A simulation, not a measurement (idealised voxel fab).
Documented hereafter: the process module known as voxel ribs on slabs.
The width of the displayed cross-section, cut, is 265 nm; its cells are square, with a size of 5 nm.
Think of the cross-section as a grid of square cells. We describe it in bands, top to bottom, and each band covers one or more rows of those cells. Band entry format. Leading values: height of top, height of bottom, nm. Remainder: materials in left-to-right order, each with its width in nm. Special words: "everywhere" on a single material, which then fills the band edge to edge; "air", empty space. Note: height 0 marks the level under which the wafer is uniformly one material as received. Lowest band unbounded below, written "0 -> down". A width given as "30 to 40" starts at the first number in the band's top row and ends at the second number in its bottom row, shifting by an equal amount at every step from row to row. Given "no change" for a step, no cell of the cross-section differs between before and after that step. You'll see "Unvented cavities" listing empty spaces that have no way open to the top, as long as they're 8 cells or more; the notation is width x height at distance, where the distance is from the left edge, and all of it is in nm. Note: text after step settings on the step line = simulator remark on that step. "overlay nm", when on a step's line for a step with a mask, measures how far to the right of its planned place the mask lay; a negative measure means to the left.
# Planned process steps
1 RECEIVE, material Si
2 DIRECTIONAL_DEP, material SiO2, thk nm 30
3 DIRECTIONAL_DEP, material SiN, thk nm 20
4 PATTERN, tone cover, mask id RIB, material resist, width nm 25, thk nm 15, overlay nm 0
5 DIRECTIONAL_ETCH, etch materials SiN, depth nm 5
6 STRIP, etch materials resist
7 PATTERN, tone cover, mask id SLAB, material resist, width nm 85, thk nm 15, overlay nm 0
8 DIRECTIONAL_ETCH, etch materials SiN, depth nm 15
9 STRIP, etch materials resist
10 FILL_DEP, material SiO2, thk nm 20
11 CMP, height nm 60
12 DIRECTIONAL_DEP, material W, thk nm 5
13 DIRECTIONAL_DEP, material aC, thk nm 15
14 PATTERN, tone cover, mask id HEATER, material resist, width nm 35, thk nm 30, overlay nm 0
15 DIRECTIONAL_ETCH, etch materials aC, depth nm 15
16 STRIP, etch materials resist
17 DIRECTIONAL_ETCH, etch materials W, depth nm 5
18 STRIP, etch materials aC
19 CONFORMAL_DEP, material SiN, thk nm 10
# as received, after step 1
- 0 -> down = Si everywhere
- Unvented cavities: none
# Cross-sectional view of the first of the two wafers upon completion of the module, processed in accordance with the plan
- 75 -> 70 = air: 105, then SiN: 55, then air: 105
- 70 -> 65 = SiN everywhere
- 65 -> 60 = SiN: 115, then W: 35, then SiN: 115
- 60 -> 50 = SiO2 everywhere
- 50 -> 45 = SiO2: 120, then SiN: 25, then SiO2: 120
- 45 -> 30 = SiO2: 90, then SiN: 85, then SiO2: 90
- 30 -> 0 = SiO2 everywhere
- 0 -> down = Si everywhere
- Unvented cavities: none
# Wafer two (of two), end-of-module cross-section: start = wafer one, plan = wafer one, one run mistake
- 75 -> 70 = air: 105, then SiN: 55, then air: 105
- 70 -> 65 = SiN everywhere
- 65 -> 60 = SiN: 115, then W: 35, then SiN: 115
- 60 -> 45 = SiO2 everywhere
- 45 -> 35 = SiN: 90, then SiO2: 85, then SiN: 90
- 35 -> 30 = SiN: 90, then SiO2: 30, then SiN: 25, then SiO2: 30, then SiN: 90
- 30 -> 0 = SiO2 everywhere
- 0 -> down = Si everywhere
- Unvented cavities: none
Nonconformance to the process plan: step 7 deviated from plan and actually ran as PATTERN, tone open, mask id SLAB, material resist, width nm 85, thk nm 15, overlay nm 0
at the end the second wafer has, in cells: +57 SiN, -57 SiO2
